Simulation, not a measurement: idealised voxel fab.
Name of the process module below: voxel transistor to metal
270 nm wide, 5 nm square cells: that's cross-section cut.
Cross-section, as written here: a square-cell grid given band by band from the top down, where a band holds one or more rows of cells. It is stipulated that each band's entry specify, in nanometres, the height of the top of the band and then that of its bottom, followed by the materials of the band in left-to-right sequence, each together with its width in nanometres. A single material marked by the word "full width" is understood to fill the band from edge to edge; the word "air" is understood to denote empty space. Counting heights begins at 0, where everything beneath is, in the wafer as received, one material. The lowest band has no bottom; it goes on downwards, as "0 -> down" shows. Width: "30->40" (first number = top row, second number = bottom row, same change from row to row of cells). "stayed the same" means the step left every cell of the cross-section as it was. The entry titled "Enclosed void list" provides the empty spaces that have no open way to the top, restricted to those of 8 cells or more. Each is presented as width x height at distance, the distance being measured from the left edge, with all three in nm. On a step's line, text after the settings is the simulator commenting on that step. The line of a step may include "overlay nm". On a step with a mask, this value is how far to the right of its planned place the mask lay. A negative value means the mask lay to the left. Pairs ahead. Before: cross-section ahead of one process step. After: cross-section once the step is done, shown to the lowest changed band only. Under each pair: that step, with settings. Caution: pairs may come from different runs of this module on the same starting wafer; a pair follows the pair above only where its "Before processing step" entry says so.

Before processing step:
> 20 -> 15 = 15 air  105 SiN  30 air  105 SiN  15 air
> 15 -> 5 = 15 SiO2  105 SiN  30 SiO2  105 SiN  15 SiO2
> 5 -> 0 = SiO2 full width
> 0 -> -30 = 20 SiO2  95 Si  40 SiO2  95 Si  20 SiO2
> -30 -> down = Si full width
> Enclosed void list: none

Post-Step Snapshot:
> 20 -> 10 = 15 air  105 SiN  30 air  105 SiN  15 air
> Everything under 10 stays put, no change at all.
> Enclosed void list: none
The process step separating the two cross-sections depicted above is as follows: SELECTIVE_ETCH with etch materials SiO2, depth nm 5

Before processing step: the cross-section after the pair above

Post-Step Snapshot:
> 10 -> 5 = 15 SiO2  105 air  30 SiO2  105 air  15 SiO2
> Everything under 5 stays put, no change at all.
> Enclosed void list: none
The process step separating the two cross-sections depicted above is as follows: STRIP with etch materials SiN

Before processing step: the cross-section after the pair above

Post-Step Snapshot:
> 30 -> 25 = 15 polySi  105 air  30 polySi  105 air  15 polySi
> 25 -> 10 = polySi full width
> 10 -> 5 = 15 SiO2  105 polySi  30 SiO2  105 polySi  15 SiO2
> Everything under 5 stays put, no change at all.
> Enclosed void list: none
The process step separating the two cross-sections depicted above is as follows: DIRECTIONAL_DEP with material polySi, thk nm 20

Before processing step: the cross-section after the pair above

Post-Step Snapshot:
> 40 -> 35 = 15 SiCN  105 air  30 SiCN  105 air  15 SiCN
> 35 -> 30 = SiCN full width
> 30 -> 25 = 15 polySi  105 SiCN  30 polySi  105 SiCN  15 polySi
> Everything under 25 stays put, no change at all.
> Enclosed void list: none
The process step separating the two cross-sections depicted above is as follows: DIRECTIONAL_DEP with material SiCN, thk nm 10

Before processing step: the cross-section after the pair above

Post-Step Snapshot:
> 35 -> 30 = 55 air  25 SiCN  110 air  25 SiCN  55 air
> 30 -> 25 = 15 polySi  40 air  25 SiCN  40 air  30 polySi  40 air  25 SiCN  40 air  15 polySi
> Everything under 25 stays put, no change at all.
> Enclosed void list: none
The process step separating the two cross-sections depicted above is as follows: MASKED_ETCH with tone cover, mask id GATE, width nm 25, pitch nm 135, etch materials SiCN, depth nm 20, overlay nm 0

Before processing step: the cross-section after the pair above

Post-Step Snapshot:
> 35 -> 25 = 55 air  25 SiCN  110 air  25 SiCN  55 air
> 25 -> 10 = 55 air  25 polySi  110 air  25 polySi  55 air
> 10 -> 5 = 15 SiO2  40 air  25 polySi  40 air  30 SiO2  40 air  25 polySi  40 air  15 SiO2
> Everything under 5 stays put, no change at all.
> Enclosed void list: none
The process step separating the two cross-sections depicted above is as follows: MASKED_ETCH with tone cover, mask id GATE, width nm 25, pitch nm 135, etch materials polySi, depth nm 30, overlay nm 0

Before processing step: the cross-section after the pair above

Post-Step Snapshot:
> 40 -> 35 = 50 air  35 SiN  100 air  35 SiN  50 air
> 35 -> 25 = 50 air  5 SiN  25 SiCN  5 SiN  100 air  5 SiN  25 SiCN  5 SiN  50 air
> 25 -> 15 = 50 air  5 SiN  25 polySi  5 SiN  100 air  5 SiN  25 polySi  5 SiN  50 air
> 15 -> 10 = 20 SiN  30 air  5 SiN  25 polySi  5 SiN  30 air  40 SiN  30 air  5 SiN  25 polySi  5 SiN  30 air  20 SiN
> 10 -> 5 = 15 SiO2  40 SiN  25 polySi  40 SiN  30 SiO2  40 SiN  25 polySi  40 SiN  15 SiO2
> Everything under 5 stays put, no change at all.
> Enclosed void list: none
The process step separating the two cross-sections depicted above is as follows: CONFORMAL_DEP with material SiN, thk nm 5

Before processing step: the cross-section after the pair above

Post-Step Snapshot:
> 35 -> 25 = 50 air  5 SiN  25 SiCN  5 SiN  100 air  5 SiN  25 SiCN  5 SiN  50 air
> 25 -> 10 = 50 air  5 SiN  25 polySi  5 SiN  100 air  5 SiN  25 polySi  5 SiN  50 air
> 10 -> 5 = 15 SiO2  5 SiN  30 air  5 SiN  25 polySi  5 SiN  30 air  5 SiN  30 SiO2  5 SiN  30 air  5 SiN  25 polySi  5 SiN  30 air  5 SiN  15 SiO2
> Everything under 5 stays put, no change at all.
> Enclosed void list: none
The process step separating the two cross-sections depicted above is as follows: DIRECTIONAL_ETCH with etch materials SiN, depth nm 5

Before processing step: the cross-section after the pair above

Post-Step Snapshot:
> 35 -> 25 = 50 air  5 SiN  25 SiCN  5 SiN  100 air  5 SiN  25 SiCN  5 SiN  50 air
> 25 -> 10 = 50 air  5 SiN  25 polySi  5 SiN  100 air  5 SiN  25 polySi  5 SiN  50 air
> 10 -> 5 = 15 air  5 SiN  30 air  5 SiN  25 polySi  5 SiN  30 air  5 SiN  30 air  5 SiN  30 air  5 SiN  25 polySi  5 SiN  30 air  5 SiN  15 air
> 5 -> 0 = 20 SiO2  30 air  35 SiO2  30 air  40 SiO2  30 air  35 SiO2  30 air  20 SiO2
> Everything under 0 stays put, no change at all.
> Enclosed void list: none
The process step separating the two cross-sections depicted above is as follows: DIRECTIONAL_ETCH with etch materials SiO2, depth nm 5

Before processing step: the cross-section after the pair above

Post-Step Snapshot:
> 35 -> 25 = 50 air  5 SiN  25 SiCN  5 SiN  100 air  5 SiN  25 SiCN  5 SiN  50 air
> 25 -> 10 = 50 air  5 SiN  25 polySi  5 SiN  100 air  5 SiN  25 polySi  5 SiN  50 air
> 10 -> 5 = 15 air  5 SiN  30 air  5 SiN  25 polySi  5 SiN  30 air  5 SiN  30 air  5 SiN  30 air  5 SiN  25 polySi  5 SiN  30 air  5 SiN  15 air
> 5 -> 0 = 20 SiO2  30 air  35 SiO2  30 air  40 SiO2  30 air  35 SiO2  30 air  20 SiO2
> 0 -> -10 = 20 SiO2  30 air  35 Si  30 air  40 SiO2  30 air  35 Si  30 air  20 SiO2
> Everything under -10 stays put, no change at all.
> Enclosed void list: none
The process step separating the two cross-sections depicted above is as follows: DIRECTIONAL_ETCH with etch materials Si, depth nm 10

Before processing step: the cross-section after the pair above

Post-Step Snapshot:
> 35 -> 25 = 50 air  5 SiN  25 SiCN  5 SiN  100 air  5 SiN  25 SiCN  5 SiN  50 air
> 25 -> 15 = 50 air  5 SiN  25 polySi  5 SiN  100 air  5 SiN  25 polySi  5 SiN  50 air
> 15 -> 10 = 35 air  15 pSi  5 SiN  25 polySi  5 SiN  15 pSi  70 air  15 pSi  5 SiN  25 polySi  5 SiN  15 pSi  35 air
> 10 -> 5 = 15 air  5 SiN  15 air  15 pSi  5 SiN  25 polySi  5 SiN  15 pSi  15 air  5 SiN  30 air  5 SiN  15 air  15 pSi  5 SiN  25 polySi  5 SiN  15 pSi  15 air  5 SiN  15 air
> 5 -> 0 = 20 SiO2  30 pSi  35 SiO2  30 pSi  40 SiO2  30 pSi  35 SiO2  30 pSi  20 SiO2
> 0 -> -10 = 20 SiO2  30 pSi  35 Si  30 pSi  40 SiO2  30 pSi  35 Si  30 pSi  20 SiO2
> Everything under -10 stays put, no change at all.
> Enclosed void list: none
The process step separating the two cross-sections depicted above is as follows: EPI with material pSi, thk nm 15

Before processing step: the cross-section after the pair above

Post-Step Snapshot:
> 45 -> 35 = SiO2 full width
> 35 -> 25 = 50 SiO2  5 SiN  25 SiCN  5 SiN  100 SiO2  5 SiN  25 SiCN  5 SiN  50 SiO2
> 25 -> 15 = 50 SiO2  5 SiN  25 polySi  5 SiN  100 SiO2  5 SiN  25 polySi  5 SiN  50 SiO2
> 15 -> 10 = 35 SiO2  15 pSi  5 SiN  25 polySi  5 SiN  15 pSi  70 SiO2  15 pSi  5 SiN  25 polySi  5 SiN  15 pSi  35 SiO2
> 10 -> 5 = 15 SiO2  5 SiN  15 SiO2  15 pSi  5 SiN  25 polySi  5 SiN  15 pSi  15 SiO2  5 SiN  30 SiO2  5 SiN  15 SiO2  15 pSi  5 SiN  25 polySi  5 SiN  15 pSi  15 SiO2  5 SiN  15 SiO2
> Everything under 5 stays put, no change at all.
> Enclosed void list: none
The process step separating the two cross-sections depicted above is as follows: FILL_DEP with material SiO2, thk nm 10

Before processing step: the cross-section after the pair above

Post-Step Snapshot:
> 30 -> 25 = 50 SiO2  5 SiN  25 SiCN  5 SiN  100 SiO2  5 SiN  25 SiCN  5 SiN  50 SiO2
> Everything under 25 stays put, no change at all.
> Enclosed void list: none
The process step separating the two cross-sections depicted above is as follows: CMP with height nm 30

Before processing step: the cross-section after the pair above

Post-Step Snapshot:
> 40 -> 30 = SiO2 full width
> Everything under 30 stays put, no change at all.
> Enclosed void list: none
The process step separating the two cross-sections depicted above is as follows: DIRECTIONAL_DEP with material SiO2, thk nm 10

Before processing step: the cross-section after the pair above

Post-Step Snapshot:
> 60 -> 40 = 25 resist  25 air  35 resist  25 air  50 resist  25 air  35 resist  25 air  25 resist
> Everything under 40 stays put, no change at all.
> Enclosed void list: none
The process step separating the two cross-sections depicted above is as follows: PATTERN with tone open, mask id CONTACT, material resist, width nm 25, thk nm 20, overlay nm 0

Before processing step: the cross-section after the pair above

Post-Step Snapshot:
> 60 -> 40 = 25 resist  25 air  35 resist  25 air  50 resist  25 air  35 resist  25 air  25 resist
> 40 -> 30 = 25 SiO2  25 air  35 SiO2  25 air  50 SiO2  25 air  35 SiO2  25 air  25 SiO2
> 30 -> 25 = 25 SiO2  25 air  5 SiN  25 SiCN  5 SiN  25 air  50 SiO2  25 air  5 SiN  25 SiCN  5 SiN  25 air  25 SiO2
> 25 -> 15 = 25 SiO2  25 air  5 SiN  25 polySi  5 SiN  25 air  50 SiO2  25 air  5 SiN  25 polySi  5 SiN  25 air  25 SiO2
> 15 -> 10 = 25 SiO2  10 air  15 pSi  5 SiN  25 polySi  5 SiN  15 pSi  10 air  50 SiO2  10 air  15 pSi  5 SiN  25 polySi  5 SiN  15 pSi  10 air  25 SiO2
> 10 -> 5 = 15 SiO2  5 SiN  5 SiO2  10 air  15 pSi  5 SiN  25 polySi  5 SiN  15 pSi  10 air  5 SiO2  5 SiN  30 SiO2  5 SiN  5 SiO2  10 air  15 pSi  5 SiN  25 polySi  5 SiN  15 pSi  10 air  5 SiO2  5 SiN  15 SiO2
> Everything under 5 stays put, no change at all.
> Enclosed void list: none
The process step separating the two cross-sections depicted above is as follows: DIRECTIONAL_ETCH with etch materials SiO2, depth nm 40

Before processing step: the cross-section after the pair above

Post-Step Snapshot:
> 40 -> 30 = 25 SiO2  25 air  35 SiO2  25 air  50 SiO2  25 air  35 SiO2  25 air  25 SiO2
> Everything under 30 stays put, no change at all.
> Enclosed void list: none
The process step separating the two cross-sections depicted above is as follows: STRIP with etch materials resist

Before processing step: the cross-section after the pair above

Post-Step Snapshot:
> 45 -> 40 = 30 TiN  15 air  45 TiN  15 air  60 TiN  15 air  45 TiN  15 air  30 TiN
> 40 -> 30 = 25 SiO2  5 TiN  15 air  5 TiN  35 SiO2  5 TiN  15 air  5 TiN  50 SiO2  5 TiN  15 air  5 TiN  35 SiO2  5 TiN  15 air  5 TiN  25 SiO2
> 30 -> 25 = 25 SiO2  5 TiN  15 air  5 TiN  5 SiN  25 SiCN  5 SiN  5 TiN  15 air  5 TiN  50 SiO2  5 TiN  15 air  5 TiN  5 SiN  25 SiCN  5 SiN  5 TiN  15 air  5 TiN  25 SiO2
> 25 -> 20 = 25 SiO2  5 TiN  15 air  5 TiN  5 SiN  25 polySi  5 SiN  5 TiN  15 air  5 TiN  50 SiO2  5 TiN  15 air  5 TiN  5 SiN  25 polySi  5 SiN  5 TiN  15 air  5 TiN  25 SiO2
> 20 -> 15 = 25 SiO2  25 TiN  5 SiN  25 polySi  5 SiN  25 TiN  50 SiO2  25 TiN  5 SiN  25 polySi  5 SiN  25 TiN  25 SiO2
> 15 -> 10 = 25 SiO2  10 TiN  15 pSi  5 SiN  25 polySi  5 SiN  15 pSi  10 TiN  50 SiO2  10 TiN  15 pSi  5 SiN  25 polySi  5 SiN  15 pSi  10 TiN  25 SiO2
> 10 -> 5 = 15 SiO2  5 SiN  5 SiO2  10 TiN  15 pSi  5 SiN  25 polySi  5 SiN  15 pSi  10 TiN  5 SiO2  5 SiN  30 SiO2  5 SiN  5 SiO2  10 TiN  15 pSi  5 SiN  25 polySi  5 SiN  15 pSi  10 TiN  5 SiO2  5 SiN  15 SiO2
> Everything under 5 stays put, no change at all.
> Enclosed void list: none
The process step separating the two cross-sections depicted above is as follows: CONFORMAL_DEP with material TiN, thk nm 5

Before processing step: the cross-section after the pair above

Post-Step Snapshot:
> 50 -> 45 = Ru full width
> 45 -> 40 = 30 TiN  15 Ru  45 TiN  15 Ru  60 TiN  15 Ru  45 TiN  15 Ru  30 TiN
> 40 -> 30 = 25 SiO2  5 TiN  15 Ru  5 TiN  35 SiO2  5 TiN  15 Ru  5 TiN  50 SiO2  5 TiN  15 Ru  5 TiN  35 SiO2  5 TiN  15 Ru  5 TiN  25 SiO2
> 30 -> 25 = 25 SiO2  5 TiN  15 Ru  5 TiN  5 SiN  25 SiCN  5 SiN  5 TiN  15 Ru  5 TiN  50 SiO2  5 TiN  15 Ru  5 TiN  5 SiN  25 SiCN  5 SiN  5 TiN  15 Ru  5 TiN  25 SiO2
> 25 -> 20 = 25 SiO2  5 TiN  15 Ru  5 TiN  5 SiN  25 polySi  5 SiN  5 TiN  15 Ru  5 TiN  50 SiO2  5 TiN  15 Ru  5 TiN  5 SiN  25 polySi  5 SiN  5 TiN  15 Ru  5 TiN  25 SiO2
> Everything under 20 stays put, no change at all.
> Enclosed void list: none
The process step separating the two cross-sections depicted above is as follows: FILL_DEP with material Ru, thk nm 5

Before processing step: the cross-section after the pair above

Post-Step Snapshot:
> 40 -> 30 = 25 SiO2  5 TiN  15 Ru  5 TiN  35 SiO2  5 TiN  15 Ru  5 TiN  50 SiO2  5 TiN  15 Ru  5 TiN  35 SiO2  5 TiN  15 Ru  5 TiN  25 SiO2
> Everything under 30 stays put, no change at all.
> Enclosed void list: none
The process step separating the two cross-sections depicted above is as follows: CMP with height nm 40

Before processing step: the cross-section after the pair above

Post-Step Snapshot:
> 45 -> 40 = SiN full width
> Everything under 40 stays put, no change at all.
> Enclosed void list: none
The process step separating the two cross-sections depicted above is as follows: CONFORMAL_DEP with material SiN, thk nm 5

Before processing step: the cross-section after the pair above

Post-Step Snapshot:
> 70 -> 45 = lowk full width
> Everything under 45 stays put, no change at all.
> Enclosed void list: none
The process step separating the two cross-sections depicted above is as follows: DIRECTIONAL_DEP with material lowk, thk nm 25

Before processing step: the cross-section after the pair above

Post-Step Snapshot:
> 90 -> 70 = 25 resist  15 air  55 resist  15 air  50 resist  15 air  55 resist  15 air  25 resist
> Everything under 70 stays put, no change at all.
> Enclosed void list: none
The process step separating the two cross-sections depicted above is as follows: PATTERN with tone open, mask id METAL_1, material resist, width nm 15, thk nm 20, overlay nm 0

Before processing step: the cross-section after the pair above

Post-Step Snapshot:
> 90 -> 70 = 25 resist  15 air  55 resist  15 air  50 resist  15 air  55 resist  15 air  25 resist
> 70 -> 45 = 25 lowk  15 air  55 lowk  15 air  50 lowk  15 air  55 lowk  15 air  25 lowk
> Everything under 45 stays put, no change at all.
> Enclosed void list: none
The process step separating the two cross-sections depicted above is as follows: DIRECTIONAL_ETCH with etch materials lowk, depth nm 25

Before processing step: the cross-section after the pair above

Post-Step Snapshot:
> 90 -> 70 = 25 resist  15 air  55 resist  15 air  50 resist  15 air  55 resist  15 air  25 resist
> 70 -> 45 = 25 lowk  15 air  55 lowk  15 air  50 lowk  15 air  55 lowk  15 air  25 lowk
> 45 -> 40 = 25 SiN  15 air  55 SiN  15 air  50 SiN  15 air  55 SiN  15 air  25 SiN
> Everything under 40 stays put, no change at all.
> Enclosed void list: none
The process step separating the two cross-sections depicted above is as follows: DIRECTIONAL_ETCH with etch materials SiN, depth nm 5

Before processing step: the cross-section after the pair above

Post-Step Snapshot:
> 70 -> 45 = 25 lowk  15 air  55 lowk  15 air  50 lowk  15 air  55 lowk  15 air  25 lowk
> Everything under 45 stays put, no change at all.
> Enclosed void list: none
The process step separating the two cross-sections depicted above is as follows: STRIP with etch materials resist

Before processing step: the cross-section after the pair above

Post-Step Snapshot:
> 75 -> 70 = 30 TiN  5 air  65 TiN  5 air  60 TiN  5 air  65 TiN  5 air  30 TiN
> 70 -> 45 = 25 lowk  5 TiN  5 air  5 TiN  55 lowk  5 TiN  5 air  5 TiN  50 lowk  5 TiN  5 air  5 TiN  55 lowk  5 TiN  5 air  5 TiN  25 lowk
> 45 -> 40 = 25 SiN  15 TiN  55 SiN  15 TiN  50 SiN  15 TiN  55 SiN  15 TiN  25 SiN
> Everything under 40 stays put, no change at all.
> Enclosed void list: none
The process step separating the two cross-sections depicted above is as follows: CONFORMAL_DEP with material TiN, thk nm 5

Before processing step: the cross-section after the pair above

Post-Step Snapshot:
> 80 -> 75 = Ru full width
> 75 -> 70 = 30 TiN  5 Ru  65 TiN  5 Ru  60 TiN  5 Ru  65 TiN  5 Ru  30 TiN
> 70 -> 45 = 25 lowk  5 TiN  5 Ru  5 TiN  55 lowk  5 TiN  5 Ru  5 TiN  50 lowk  5 TiN  5 Ru  5 TiN  55 lowk  5 TiN  5 Ru  5 TiN  25 lowk
> Everything under 45 stays put, no change at all.
> Enclosed void list: none
The process step separating the two cross-sections depicted above is as follows: FILL_DEP with material Ru, thk nm 5

Before processing step: the cross-section after the pair above

Post-Step Snapshot:
> 70 -> 45 = 25 lowk  5 TiN  5 Ru  5 TiN  55 lowk  5 TiN  5 Ru  5 TiN  50 lowk  5 TiN  5 Ru  5 TiN  55 lowk  5 TiN  5 Ru  5 TiN  25 lowk
> Everything under 45 stays put, no change at all.
> Enclosed void list: none
The process step separating the two cross-sections depicted above is as follows: CMP with height nm 70

Before processing step: the cross-section after the pair above

Post-Step Snapshot:
> 75 -> 70 = SiCN full width
> Everything under 70 stays put, no change at all.
> Enclosed void list: none
The process step separating the two cross-sections depicted above is as follows: CONFORMAL_DEP with material SiCN, thk nm 5

Before processing step:
> 20 -> 5 = 15 air  105 SiN  30 air  105 SiN  15 air
> 5 -> 0 = 15 air  105 SiO2  30 air  105 SiO2  15 air
> 0 -> -25 = 15 air  105 Si  30 air  105 Si  15 air
> -25 -> down = Si full width
> Enclosed void list: none

Post-Step Snapshot:
> 20 -> 5 = 15 air  105 SiN  30 air  105 SiN  15 air
> 5 -> 0 = 15 air  105 SiO2  30 air  105 SiO2  15 air
> 0 -> -25 = 15 air  15 SiO2  75 Si  15 SiO2  30 air  15 SiO2  75 Si  15 SiO2  15 air
> -25 -> -40 = 30 SiO2  75 Si  60 SiO2  75 Si  30 SiO2
> Everything under -40 stays put, no change at all.
> Enclosed void list: none
The process step separating the two cross-sections depicted above is as follows: OXIDIZE with depth nm 15

Before processing step: the cross-section after the pair above

Post-Step Snapshot:
> 25 -> 20 = SiO2 full width
> 20 -> 5 = 15 SiO2  105 SiN  30 SiO2  105 SiN  15 SiO2
> 5 -> 0 = SiO2 full width
> 0 -> -40 = 30 SiO2  75 Si  60 SiO2  75 Si  30 SiO2
> Everything under -40 stays put, no change at all.
> Enclosed void list: none
The process step separating the two cross-sections depicted above is as follows: FILL_DEP with material SiO2, thk nm 5

Before processing step: the cross-section after the pair above

Post-Step Snapshot:
> 20 -> 5 = 15 SiO2  105 SiN  30 SiO2  105 SiN  15 SiO2
> Everything under 5 stays put, no change at all.
> Enclosed void list: none
The process step separating the two cross-sections depicted above is as follows: CMP with height nm 20

Before processing step: the cross-section after the pair above

Post-Step Snapshot:
> 20 -> 15 = 15 air  105 SiN  30 air  105 SiN  15 air
> Everything under 15 stays put, no change at all.
> Enclosed void list: none
The process step separating the two cross-sections depicted above is as follows: SELECTIVE_ETCH with etch materials SiO2, depth nm 5

Before processing step: the cross-section after the pair above

Post-Step Snapshot:
> 15 -> 5 = 15 SiO2  105 air  30 SiO2  105 air  15 SiO2
> Everything under 5 stays put, no change at all.
> Enclosed void list: none
The process step separating the two cross-sections depicted above is as follows: STRIP with etch materials SiN

Before processing step: the cross-section after the pair above

Post-Step Snapshot:
> 10 -> 0 = 10 SiO2  115 air  20 SiO2  115 air  10 SiO2
> Everything under 0 stays put, no change at all.
> Enclosed void list: none
The process step separating the two cross-sections depicted above is as follows: SELECTIVE_ETCH with etch materials SiO2, depth nm 5

Before processing step: the cross-section after the pair above

Post-Step Snapshot:
> 10 -> 0 = 10 SiO2  115 air  20 SiO2  115 air  10 SiO2
> 0 -> -5 = SiO2 full width
> Everything under -5 stays put, no change at all.
> Enclosed void list: none
The process step separating the two cross-sections depicted above is as follows: OXIDIZE with depth nm 5

Before processing step: the cross-section after the pair above

Post-Step Snapshot:
> 30 -> 20 = 10 polySi  115 air  20 polySi  115 air  10 polySi
> 20 -> 10 = polySi full width
> 10 -> 0 = 10 SiO2  115 polySi  20 SiO2  115 polySi  10 SiO2
> Everything under 0 stays put, no change at all.
> Enclosed void list: none
The process step separating the two cross-sections depicted above is as follows: DIRECTIONAL_DEP with material polySi, thk nm 20

Before processing step: the cross-section after the pair above

Post-Step Snapshot:
> 40 -> 30 = 10 SiCN  115 air  20 SiCN  115 air  10 SiCN
> 30 -> 20 = 10 polySi  115 SiCN  20 polySi  115 SiCN  10 polySi
> Everything under 20 stays put, no change at all.
> Enclosed void list: none
The process step separating the two cross-sections depicted above is as follows: DIRECTIONAL_DEP with material SiCN, thk nm 10

Before processing step: the cross-section after the pair above

Post-Step Snapshot:
> 30 -> 20 = 10 polySi  45 air  25 SiCN  45 air  20 polySi  45 air  25 SiCN  45 air  10 polySi
> Everything under 20 stays put, no change at all.
> Enclosed void list: none
The process step separating the two cross-sections depicted above is as follows: MASKED_ETCH with tone cover, mask id GATE, width nm 25, pitch nm 135, etch materials SiCN, depth nm 20, overlay nm 0

Before processing step: the cross-section after the pair above

Post-Step Snapshot:
> 30 -> 20 = 55 air  25 SiCN  110 air  25 SiCN  55 air
> 20 -> 10 = 55 air  25 polySi  110 air  25 polySi  55 air
> 10 -> 0 = 10 SiO2  45 air  25 polySi  45 air  20 SiO2  45 air  25 polySi  45 air  10 SiO2
> Everything under 0 stays put, no change at all.
> Enclosed void list: none
The process step separating the two cross-sections depicted above is as follows: MASKED_ETCH with tone cover, mask id GATE, width nm 25, pitch nm 135, etch materials polySi, depth nm 30, overlay nm 0

Before processing step: the cross-section after the pair above

Post-Step Snapshot:
> 35 -> 30 = 50 air  35 SiN  100 air  35 SiN  50 air
> 30 -> 20 = 50 air  5 SiN  25 SiCN  5 SiN  100 air  5 SiN  25 SiCN  5 SiN  50 air
> 20 -> 15 = 50 air  5 SiN  25 polySi  5 SiN  100 air  5 SiN  25 polySi  5 SiN  50 air
> 15 -> 10 = 15 SiN  35 air  5 SiN  25 polySi  5 SiN  35 air  30 SiN  35 air  5 SiN  25 polySi  5 SiN  35 air  15 SiN
> 10 -> 5 = 10 SiO2  5 SiN  35 air  5 SiN  25 polySi  5 SiN  35 air  5 SiN  20 SiO2  5 SiN  35 air  5 SiN  25 polySi  5 SiN  35 air  5 SiN  10 SiO2
> 5 -> 0 = 10 SiO2  45 SiN  25 polySi  45 SiN  20 SiO2  45 SiN  25 polySi  45 SiN  10 SiO2
> Everything under 0 stays put, no change at all.
> Enclosed void list: none
The process step separating the two cross-sections depicted above is as follows: CONFORMAL_DEP with material SiN, thk nm 5

Before processing step: the cross-section after the pair above

Post-Step Snapshot:
> 30 -> 20 = 50 air  5 SiN  25 SiCN  5 SiN  100 air  5 SiN  25 SiCN  5 SiN  50 air
> 20 -> 10 = 50 air  5 SiN  25 polySi  5 SiN  100 air  5 SiN  25 polySi  5 SiN  50 air
> 10 -> 0 = 10 SiO2  5 SiN  35 air  5 SiN  25 polySi  5 SiN  35 air  5 SiN  20 SiO2  5 SiN  35 air  5 SiN  25 polySi  5 SiN  35 air  5 SiN  10 SiO2
> Everything under 0 stays put, no change at all.
> Enclosed void list: none
The process step separating the two cross-sections depicted above is as follows: DIRECTIONAL_ETCH with etch materials SiN, depth nm 5

Before processing step: the cross-section after the pair above

Post-Step Snapshot:
> 30 -> 20 = 50 air  5 SiN  25 SiCN  5 SiN  100 air  5 SiN  25 SiCN  5 SiN  50 air
> 20 -> 10 = 50 air  5 SiN  25 polySi  5 SiN  100 air  5 SiN  25 polySi  5 SiN  50 air
> 10 -> 5 = 10 air  5 SiN  35 air  5 SiN  25 polySi  5 SiN  35 air  5 SiN  20 air  5 SiN  35 air  5 SiN  25 polySi  5 SiN  35 air  5 SiN  10 air
> 5 -> 0 = 10 SiO2  5 SiN  35 air  5 SiN  25 polySi  5 SiN  35 air  5 SiN  20 SiO2  5 SiN  35 air  5 SiN  25 polySi  5 SiN  35 air  5 SiN  10 SiO2
> 0 -> -5 = 15 SiO2  35 air  35 SiO2  35 air  30 SiO2  35 air  35 SiO2  35 air  15 SiO2
> Everything under -5 stays put, no change at all.
> Enclosed void list: none
The process step separating the two cross-sections depicted above is as follows: DIRECTIONAL_ETCH with etch materials SiO2, depth nm 5

Before processing step: the cross-section after the pair above

Post-Step Snapshot:
> 30 -> 20 = 50 air  5 SiN  25 SiCN  5 SiN  100 air  5 SiN  25 SiCN  5 SiN  50 air
> 20 -> 10 = 50 air  5 SiN  25 polySi  5 SiN  100 air  5 SiN  25 polySi  5 SiN  50 air
> 10 -> 5 = 10 air  5 SiN  35 air  5 SiN  25 polySi  5 SiN  35 air  5 SiN  20 air  5 SiN  35 air  5 SiN  25 polySi  5 SiN  35 air  5 SiN  10 air
> 5 -> 0 = 10 SiO2  5 SiN  35 air  5 SiN  25 polySi  5 SiN  35 air  5 SiN  20 SiO2  5 SiN  35 air  5 SiN  25 polySi  5 SiN  35 air  5 SiN  10 SiO2
> 0 -> -5 = 15 SiO2  35 air  35 SiO2  35 air  30 SiO2  35 air  35 SiO2  35 air  15 SiO2
> -5 -> -15 = 30 SiO2  20 air  35 Si  20 air  60 SiO2  20 air  35 Si  20 air  30 SiO2
> Everything under -15 stays put, no change at all.
> Enclosed void list: none
The process step separating the two cross-sections depicted above is as follows: DIRECTIONAL_ETCH with etch materials Si, depth nm 10

Before processing step: the cross-section after the pair above

Post-Step Snapshot:
> 30 -> 20 = 50 air  5 SiN  25 SiCN  5 SiN  100 air  5 SiN  25 SiCN  5 SiN  50 air
> 20 -> 10 = 50 air  5 SiN  25 polySi  5 SiN  100 air  5 SiN  25 polySi  5 SiN  50 air
> 10 -> 5 = 10 air  5 SiN  20 air  15 pSi  5 SiN  25 polySi  5 SiN  15 pSi  20 air  5 SiN  20 air  5 SiN  20 air  15 pSi  5 SiN  25 polySi  5 SiN  15 pSi  20 air  5 SiN  10 air
> 5 -> 0 = 10 SiO2  5 SiN  20 air  15 pSi  5 SiN  25 polySi  5 SiN  15 pSi  20 air  5 SiN  20 SiO2  5 SiN  20 air  15 pSi  5 SiN  25 polySi  5 SiN  15 pSi  20 air  5 SiN  10 SiO2
> 0 -> -5 = 15 SiO2  10 air  25 pSi  35 SiO2  25 pSi  10 air  30 SiO2  10 air  25 pSi  35 SiO2  25 pSi  10 air  15 SiO2
> -5 -> -15 = 30 SiO2  20 pSi  35 Si  20 pSi  60 SiO2  20 pSi  35 Si  20 pSi  30 SiO2
> Everything under -15 stays put, no change at all.
> Enclosed void list: none
The process step separating the two cross-sections depicted above is as follows: EPI with material pSi, thk nm 15

Before processing step: the cross-section after the pair above

Post-Step Snapshot:
> 40 -> 30 = SiO2 full width
> 30 -> 20 = 50 SiO2  5 SiN  25 SiCN  5 SiN  100 SiO2  5 SiN  25 SiCN  5 SiN  50 SiO2
> 20 -> 10 = 50 SiO2  5 SiN  25 polySi  5 SiN  100 SiO2  5 SiN  25 polySi  5 SiN  50 SiO2
> 10 -> 0 = 10 SiO2  5 SiN  20 SiO2  15 pSi  5 SiN  25 polySi  5 SiN  15 pSi  20 SiO2  5 SiN  20 SiO2  5 SiN  20 SiO2  15 pSi  5 SiN  25 polySi  5 SiN  15 pSi  20 SiO2  5 SiN  10 SiO2
> 0 -> -5 = 25 SiO2  25 pSi  35 SiO2  25 pSi  50 SiO2  25 pSi  35 SiO2  25 pSi  25 SiO2
> Everything under -5 stays put, no change at all.
> Enclosed void list: none
The process step separating the two cross-sections depicted above is as follows: FILL_DEP with material SiO2, thk nm 10

Before processing step: the cross-section after the pair above

Post-Step Snapshot:
> 30 -> 20 = 50 SiO2  5 SiN  25 SiCN  5 SiN  100 SiO2  5 SiN  25 SiCN  5 SiN  50 SiO2
> Everything under 20 stays put, no change at all.
> Enclosed void list: none
The process step separating the two cross-sections depicted above is as follows: CMP with height nm 30

Before processing step: the cross-section after the pair above

Post-Step Snapshot:
> 40 -> 30 = SiO2 full width
> Everything under 30 stays put, no change at all.
> Enclosed void list: none
The process step separating the two cross-sections depicted above is as follows: DIRECTIONAL_DEP with material SiO2, thk nm 10

Before processing step: the cross-section after the pair above

Post-Step Snapshot:
> 60 -> 40 = 25 resist  25 air  35 resist  25 air  50 resist  25 air  35 resist  25 air  25 resist
> Everything under 40 stays put, no change at all.
> Enclosed void list: none
The process step separating the two cross-sections depicted above is as follows: PATTERN with tone open, mask id CONTACT, material resist, width nm 25, thk nm 20, overlay nm 0
